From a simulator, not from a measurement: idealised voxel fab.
process module | voxel wiring stack
cross-section cut | 160 nm wide | cells 5 nm
A cross-section is a grid of square cells, given in bands from the top down. A band is one or more rows of cells.
Each band's line starts with the height of the band's top and of its bottom, in nm. Then come its materials from left to right, each with its width in nm. One material with "throughout" fills the band from edge to edge. "air" is empty space.
Height 0 is the level under which the wafer as received is all one material. The lowest band goes on downwards, as in "0 down".
A width such as "30 to 40" changes by the same amount from each row of cells to the next, from the band's top row to its bottom row.
"no change" after a step means that no cell of the cross-section changed.
closed voids: empty space of 8 cells or more with no open way to the top, each as width x height at its distance from the left edge, in nm
after a step's settings: what the simulator itself notes on the step
overlay nm, on a step with a mask: how far to the right of its planned place the mask lay; to the left if negative
plan
1 op RECEIVE | material Si
2 op CONFORMAL_DEP | material SiO2 | thk nm 15
3 op DIRECTIONAL_DEP | material TiN | thk nm 5
4 op DIRECTIONAL_DEP | material W | thk nm 20
5 op MASKED_ETCH | tone cover | mask id METAL_1 | width nm 20 | pitch nm 50 | etch materials W | depth nm 20 | overlay nm 0
6 op MASKED_ETCH | tone cover | mask id METAL_1 | width nm 20 | pitch nm 50 | etch materials TiN | depth nm 5 | overlay nm 0
7 op FILL_DEP | material SiO2 | thk nm 10
8 op CMP | height nm 40
9 op CONFORMAL_DEP | material SiCN | thk nm 5
10 op DIRECTIONAL_DEP | material SiO2 | thk nm 20
11 op DIRECTIONAL_DEP | material aC | thk nm 15
12 op PATTERN | tone open | mask id PLUG_1 | material resist | width nm 15 | pitch nm 50 | thk nm 35 | overlay nm 0
13 op DIRECTIONAL_ETCH | etch materials aC | depth nm 15
14 op STRIP | etch materials resist
15 op DIRECTIONAL_ETCH | etch materials SiO2 | depth nm 20
16 op DIRECTIONAL_ETCH | etch materials SiCN | depth nm 5
17 op STRIP | etch materials aC
18 op EPI | material Ru | thk nm 10
19 op EPI | material Ru | thk nm 10
20 op EPI | material Ru | thk nm 5
21 op DIRECTIONAL_DEP | material TiN | thk nm 5
22 op DIRECTIONAL_DEP | material Ru | thk nm 25
23 op PATTERN | tone cover | mask id METAL_2 | material resist | width nm 20 | pitch nm 50 | thk nm 15 | overlay nm 0
24 op DIRECTIONAL_ETCH | etch materials Ru | depth nm 25
25 op DIRECTIONAL_ETCH | etch materials TiN | depth nm 5
26 op STRIP | etch materials resist
27 op FILL_DEP | material SiO2 | thk nm 10
28 op CMP | height nm 95
29 op CONFORMAL_DEP | material SiCN | thk nm 5
as received, after step 1
  0 down: Si throughout
  closed voids: none
a wafer at the end: this start, this plan, one mistake
  100 to 95: SiCN throughout
  95 to 70: W throughout
  70 to 65: TiN throughout
  65 to 45: SiO2 20 | Ru 15 | SiO2 35 | Ru 15 | SiO2 35 | Ru 15 | SiO2 25
  45 to 40: SiCN 20 | Ru 15 | SiCN 35 | Ru 15 | SiCN 35 | Ru 15 | SiCN 25
  40 to 20: SiO2 20 | W 20 | SiO2 30 | W 20 | SiO2 30 | W 20 | SiO2 20
  20 to 15: SiO2 20 | TiN 20 | SiO2 30 | TiN 20 | SiO2 30 | TiN 20 | SiO2 20
  15 to 0: SiO2 throughout
  0 down: Si throughout
  closed voids: none
what went wrong: step 22 ran as: op DIRECTIONAL_DEP | material W | thk nm 25
